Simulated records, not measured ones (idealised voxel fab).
process module | voxel plated lines
cross-section cut | 180 nm wide | cells 5 nm
A cross-section is a grid of square cells, given in bands from the top down. A band is one or more rows of cells.
Each band's line starts with the height of the band's top and of its bottom, in nm. Then come its materials from left to right, each with its width in nm. One material with "throughout" fills the band from edge to edge. "air" is empty space.
Height 0 is the level under which the wafer as received is all one material. The lowest band goes on downwards, as in "0 down".
A width such as "30 to 40" changes by the same amount from each row of cells to the next, from the band's top row to its bottom row.
"no change" after a step means that no cell of the cross-section changed.
closed voids: empty space of 8 cells or more with no open way to the top, each as width x height at its distance from the left edge, in nm
after a step's settings: what the simulator itself notes on the step
overlay nm, on a step with a mask: how far to the right of its planned place the mask lay; to the left if negative
plan
1 op RECEIVE | material Si
2 op CONFORMAL_DEP | material SiO2 | thk nm 15
3 op DIRECTIONAL_DEP | material TiN | thk nm 5
4 op PATTERN | tone open | mask id LINES | material resist | width nm 15 | pitch nm 30 | thk nm 20 | overlay nm 0
5 op EPI | material Ru | thk nm 5
6 op STRIP | etch materials resist
7 op DIRECTIONAL_ETCH | etch materials TiN | depth nm 5
8 op CONFORMAL_DEP | material SiO2 | thk nm 5
as received, after step 1
  0 down: Si throughout
  closed voids: none
a wafer at the end: this start, this plan, one mistake
  30 to 25: air 65 | SiO2 25 | air 5 | SiO2 25 | air 60
  25 to 20: air 65 | SiO2 5 | Ru 15 | SiO2 5 | air 5 | SiO2 5 | Ru 15 | SiO2 5 | air 60
  20 to 15: SiO2 70 | TiN 15 | SiO2 15 | TiN 15 | SiO2 65
  15 to 0: SiO2 throughout
  0 down: Si throughout
  closed voids: none
what went wrong: step 4 ran as: op PATTERN | tone open | mask id LINES | material resist | width nm 15 | pitch nm 30 | thk nm 20 | overlay nm 5
